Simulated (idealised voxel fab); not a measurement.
Process module heading - voxel tone inversion
We display cut, a cross-section 235 nm in width whose square cells are each 5 nm.
Throughout this document, each cross-section is represented as a grid of square cells and is presented as a sequence of bands enumerated from the top downward, where a band comprises one or more rows of cells.
Per band: top height and bottom height in nm, followed by the left-to-right materials and their widths in nm; "everywhere" marks a single material spanning edge to edge, "air" marks empty space.
The level at which height equals 0 is the one under which the wafer, as it arrives, is entirely one material. No lower edge exists for the bottom band, which continues downward and is notated as in "z 0 and below".
A width such as "30 to 40" changes by the same amount from each row of cells to the next, from the band's top row to its bottom row.
Any step labelled "nothing altered" changed none of the cells in the cross-section.
The list in "Closed empty spaces" covers empty spaces of 8 cells or more that cannot reach the top through any open way, and it gives each as width x height at distance; the distance is from the left edge, and width, height and distance are in nm.
Where a step's line continues beyond its settings, the continuation is a remark by the simulator itself on that step.
A step line may carry the setting "overlay nm", which, for steps involving a mask, states the distance by which the mask lay to the right of its intended position; negative values denote displacement to the left.

## So here's the lineup of process steps we planned
| 1 | RECEIVE | material Si |
| 2 | CONFORMAL_DEP | material SiCN | thk nm 5 |
| 3 | DIRECTIONAL_DEP | material aC | thk nm 10 |
| 4 | PATTERN | tone cover | mask id POSTS | material resist | width nm 20 | pitch nm 40 | thk nm 30 | overlay nm 0 |
| 5 | DIRECTIONAL_ETCH | etch materials aC | depth nm 20 |
| 6 | STRIP | etch materials resist |
| 7 | FILL_DEP | material SiO2 | thk nm 10 |
| 8 | CMP | height nm 25 |
| 9 | STRIP | etch materials aC |
| 10 | CONFORMAL_DEP | material TiN | thk nm 5 |
| 11 | FILL_DEP | material Ru | thk nm 10 |
| 12 | CMP | height nm 25 |
| 13 | CONFORMAL_DEP | material SiCN | thk nm 5 |
Quick note for whoever runs this: the wafers start identical, but the thk nm at step 3 isn't the same across them. The plan just shows what the first wafer had.

## As-received state after step 1, first of several wafers, cross-section
- z 0 and below = Si everywhere
- Closed empty spaces: none

## The following table contains a row per wafer, in which are reported, at the conclusion of the module, the cells of each material gained (+) or lost (-) since the wafer's receipt, with its closed voids given thereafter
thk nm 10, +94 SiCN, +172 SiO2, +16 aC, Closed empty spaces: none
thk nm 15, +94 SiCN, +164 SiO2, +24 aC, Closed empty spaces: none
thk nm 20, +12 Ru, +94 SiCN, +156 SiO2, +20 TiN, Closed empty spaces: none
